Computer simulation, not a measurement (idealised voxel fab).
Process module under the name voxel gate over fins
Pictured: cross-section cut, 235 nm wide, on a grid of 5 nm square cells.
Format of a cross-section: grid, square cells. Given as bands. Order: top down. Band: one or more rows of cells. Basically the band line says how high the top is and how high the bottom is, in nm, and then what's in it from left to right, every material with its width in nm. Empty space shows up as "blank", and if a single material carries "full width" it runs the full band edge to edge. Height is counted from the level 0, under which the received wafer is composed throughout of one material. The lowest of the bands is not closed at the bottom but continues downward, in the notation "0 -> down". Width: "30..40" (first number = top row, second number = bottom row, same change from row to row of cells). No cell of the cross-section changed in a step that is given as "everything unchanged". Heads up: "Closed cavities" only lists the empty pockets with no open path to the top that are 8 cells or more, and it writes them as width x height at distance, distance from the left edge, in nm. It should be noted that, on the line of a given step, the content following the step's settings is a remark produced by the simulator itself with respect to that step. A step's line can hold "overlay nm"; with a mask on that step, the setting says how far right of the planned place the mask lay, while a negative setting says it lay to the left.
The steps planned for the process are as follows:
1 RECEIVE,material Si
2 CONFORMAL_DEP,material SiN,thk nm 5
3 PATTERN,tone cover,mask id FINS,material resist,width nm 15,pitch nm 50,thk nm 20,overlay nm 0
4 DIRECTIONAL_ETCH,etch materials SiN,depth nm 5
5 DIRECTIONAL_ETCH,etch materials Si,depth nm 30
6 STRIP,etch materials resist
7 FILL_DEP,material SiO2,thk nm 5
8 CMP,height nm 5
9 PATTERN,tone open,mask id RAIL,material resist,width nm 15,thk nm 20,overlay nm 0
10 DIRECTIONAL_ETCH,etch materials SiO2,depth nm 30
11 STRIP,etch materials resist
12 CONFORMAL_DEP,material TiN,thk nm 5
13 FILL_DEP,material Ru,thk nm 5
14 CMP,height nm 5
15 SELECTIVE_ETCH,etch materials W Ru TiN,depth nm 20
16 FILL_DEP,material SiO2,thk nm 5
17 CMP,height nm 5
18 SELECTIVE_ETCH,etch materials SiO2,depth nm 15
19 STRIP,etch materials SiN
20 CONFORMAL_DEP,material HfO2,thk nm 5
21 CONFORMAL_DEP,material TiN,thk nm 5
22 CONFORMAL_DEP,material TiAl,thk nm 5
23 CONFORMAL_DEP,material TiN,thk nm 5
24 FILL_DEP,material W,thk nm 15
25 CMP,height nm 30
26 CONFORMAL_DEP,material SiN,thk nm 10
Wafer at receipt (post step 1), cross-section:
> 0 -> down = Si full width
> Closed cavities: none
Cross-section at module end, one run error; start and plan unchanged from above:
> 40 -> 30 = SiN full width
> 30 -> 20 = W full width
> 20 -> 15 = W 65 / TiN 105 / W 65
> 15 -> 10 = W 65 / TiN 5 / TiAl 45 / TiN 5 / TiAl 45 / TiN 5 / W 65
> 10 -> 5 = TiN 70 / TiAl 5 / HfO2 35 / TiAl 5 / TiN 5 / TiAl 5 / HfO2 35 / TiAl 5 / TiN 70
> 5 -> 0 = TiAl 75 / HfO2 5 / TiN 25 / HfO2 5 / TiAl 15 / HfO2 5 / TiN 25 / HfO2 5 / TiAl 75
> 0 -> -5 = HfO2 80 / TiN 5 / Si 15 / TiN 5 / HfO2 25 / TiN 5 / Si 15 / TiN 5 / HfO2 80
> -5 -> -10 = TiN 85 / Si 15 / TiN 35 / Si 15 / TiN 85
> -10 -> -15 = SiO2 85 / Si 15 / SiO2 35 / Si 15 / SiO2 85
> -15 -> -20 = SiO2 85 / Si 15 / SiO2 10 / TiN 5 / Ru 5 / TiN 5 / SiO2 10 / Si 15 / SiO2 85
> -20 -> -25 = SiO2 85 / Si 15 / SiO2 10 / TiN 15 / SiO2 10 / Si 15 / SiO2 85
> -25 -> -30 = SiO2 85 / Si 15 / SiO2 35 / Si 15 / SiO2 85
> -30 -> down = Si full width
> Closed cavities: none
What was the processing mistake? contrary to the plan, steps 20 and 21 were processed in exchanged order
